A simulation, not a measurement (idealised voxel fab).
Process module name: voxel tone inversion
The figure presents cross-section cut, which has a width of 160 nm and is divided into square cells with an edge length of 5 nm.
Format of a cross-section: grid, square cells. Given as bands. Order: top down. Band: one or more rows of cells.
Band entry format. Leading values: height of top, height of bottom, nm. Remainder: materials in left-to-right order, each with its width in nm. Special words: "full width" on a single material, which then fills the band edge to edge; "air", empty space.
The reference from which all heights are counted is 0, the level beneath which the as-received wafer is entirely one material; the lowest band, having no lower bound, proceeds downward and is written after the example "0 -> down".
When a width is written as two numbers, as in "30->40", the first number is the width in the top row of cells of the band and the second is the width in its bottom row, and the width changes by the same amount from each row to the next.
"changes: none" means the step left every cell of the cross-section as it was.
What "Closed void entries" gives you is every empty space of 8 cells or more that is cut off from the top. Each appears as width x height at distance, with the distance taken from the left edge and width, height and distance all in nm.
Anything after a step's settings on that line? It's the simulator's own note about the step.
When a step includes a mask, the "overlay nm" setting on its line states how far to the right of its planned place that mask lay, and negative values state how far to the left.

# Here's what the planned process steps look like
1. RECEIVE, material Si
2. CONFORMAL_DEP, material SiN, thk nm 10
3. DIRECTIONAL_DEP, material aC, thk nm 15
4. PATTERN, tone cover, mask id POSTS, material resist, width nm 20, pitch nm 50, thk nm 10, overlay nm 0
5. DIRECTIONAL_ETCH, etch materials aC, depth nm 15
6. STRIP, etch materials resist
7. FILL_DEP, material SiO2, thk nm 5
8. CMP, height nm 25
9. STRIP, etch materials aC
Quick note for whoever runs this: the wafers start identical, but the thk nm at step 4 isn't the same across them. The plan just shows what the first wafer had.

# Received condition of the first of several wafers, sectioned: post-step 1
* 0 -> down: Si full width
* Closed void entries: none

# Post step 9, the closing step of the module: first of several wafers, cross-sectioned
* 25 -> 20: SiO2 full width
* 20 -> 10: SiO2 (20), then aC (20), then SiO2 (30), then aC (20), then SiO2 (30), then aC (20), then SiO2 (20)
* 10 -> 0: SiN full width
* 0 -> down: Si full width
* Closed void entries: none

# The final wafer, sectioned at module end
* 25 -> 10: SiO2 (20), then air (20), then SiO2 (30), then air (20), then SiO2 (30), then air (20), then SiO2 (20)
* 10 -> 0: SiN full width
* 0 -> down: Si full width
* Closed void entries: none

# Per-wafer rows below. For each material: cells gained (+) or lost (-) since the wafer was received, as of end of module. Then: closed voids
thk nm 10; +64 SiN; +72 SiO2; +24 aC; Closed void entries: none
thk nm 15; +64 SiN; +60 SiO2; Closed void entries: none
thk nm 20; +64 SiN; +60 SiO2; Closed void entries: none
thk nm 25; +64 SiN; +60 SiO2; Closed void entries: none
thk nm 30; +64 SiN; +60 SiO2; Closed void entries: none
thk nm 35; +64 SiN; +60 SiO2; Closed void entries: none
